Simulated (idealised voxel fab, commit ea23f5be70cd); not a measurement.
Process module name: voxel released beams
We display cut, a cross-section 210 nm in width whose square cells are each 5 nm.
For the purposes of this document, a cross-section shall be understood as a grid of square cells, specified as bands listed in top-to-bottom order, each band consisting of one or more rows of cells. Within each band entry, the heights of the top and of the bottom of the band appear first, in that order and in nm; the materials of the band then follow from left to right, each with its corresponding width in nm. The designation "everywhere" on a single material indicates that it fills the band from edge to edge; the designation "empty" indicates empty space. Note: height 0 marks the level under which the wafer is uniformly one material as received. Lowest band unbounded below, written "from 0 down". It should be noted that a width expressed as "30..40" varies in equal increments from row to row of cells within the band, taking the value of the first number at the top row and that of the second number at the bottom row. Step note "no modification" = no cross-section cell changed. Each empty space that has no open way to the top and spans at least 8 cells appears under "Sealed-off cavities" as width x height at distance, the distance counted from the left edge, all in nm. Note: text after step settings on the step line = simulator remark on that step. When a step includes a mask, the "overlay nm" setting on its line states how far to the right of its planned place that mask lay, and negative values state how far to the left.
The following list gives the planned process steps
1 RECEIVE,material Si
2 CONFORMAL_DEP,material Al2O3,thk nm 5
3 DIRECTIONAL_DEP,material SiO2,thk nm 20
4 MASKED_ETCH,tone open,mask id ANCHOR,width nm 40,etch materials SiO2,depth nm 20,overlay nm 0
5 CONFORMAL_DEP,material W,thk nm 15
6 PATTERN,tone cover,mask id BEAM,material resist,width nm 105,thk nm 15,overlay nm 0
7 DIRECTIONAL_ETCH,etch materials W,depth nm 15
8 STRIP,etch materials resist
9 STRIP,etch materials SiO2
Wafer, first of two, run as planned
Cross-section, incoming material, after step 1
	from 0 down: Si everywhere
	Sealed-off cavities: none
How the wafer stands in section after step 2
	from 5 to 0: Al2O3 everywhere
	Everything below 0 is unchanged.
How the wafer stands in section after step 3
	from 25 to 5: SiO2 everywhere
	Everything below 5 is unchanged.
How the wafer stands in section after step 4
	from 25 to 5: SiO2=55; empty=40; SiO2=115
	Everything below 5 is unchanged.
How the wafer stands in section after step 5
	from 40 to 25: W=70; empty=10; W=130
	from 25 to 20: SiO2=55; W=15; empty=10; W=15; SiO2=115
	from 20 to 5: SiO2=55; W=40; SiO2=115
	Everything below 5 is unchanged.
How the wafer stands in section after step 6
	from 55 to 40: empty=50; resist=105; empty=55
	from 40 to 25: W=70; resist=10; W=130
	from 25 to 20: SiO2=55; W=15; resist=10; W=15; SiO2=115
	Everything below 20 is unchanged.
How the wafer stands in section after step 7
	from 55 to 40: empty=50; resist=105; empty=55
	from 40 to 25: empty=50; W=20; resist=10; W=75; empty=55
	Everything below 25 is unchanged.
How the wafer stands in section after step 8
	from 40 to 25: empty=50; W=20; empty=10; W=75; empty=55
	from 25 to 20: SiO2=55; W=15; empty=10; W=15; SiO2=115
	Everything below 20 is unchanged.
How the wafer stands in section after step 9
	from 40 to 25: empty=50; W=20; empty=10; W=75; empty=55
	from 25 to 20: empty=55; W=15; empty=10; W=15; empty=115
	from 20 to 5: empty=55; W=40; empty=115
	Everything below 5 is unchanged.
Notes, second wafer: start = first wafer's, plan = first wafer's, execution had one mistake; history identical to first through step 4
Cross-section of the second wafer at the time by which step 5 should have been completed according to the plan
	from 55 to 25: W everywhere
	from 25 to 5: SiO2=55; W=40; SiO2=115
	Everything below 5 is unchanged.
Cross-section of the second wafer at the time by which step 6 should have been completed according to the plan
	from 70 to 55: empty=50; resist=105; empty=55
	Everything below 55 is unchanged.
Cross-section of the second wafer at the time by which step 7 should have been completed according to the plan
	from 70 to 55: empty=50; resist=105; empty=55
	from 55 to 40: empty=50; W=105; empty=55
	Everything below 40 is unchanged.
Cross-section of the second wafer at the time by which step 8 should have been completed according to the plan
	from 55 to 40: empty=50; W=105; empty=55
	Everything below 40 is unchanged.
Cross-section of the second wafer at the time by which step 9 should have been completed according to the plan: no modification
Where did the run depart from the plan? twice over, step 5 of the plan was run
End check, counted in cells, second wafer has more or fewer of these materials than the first: SiO2 +136 | W +134
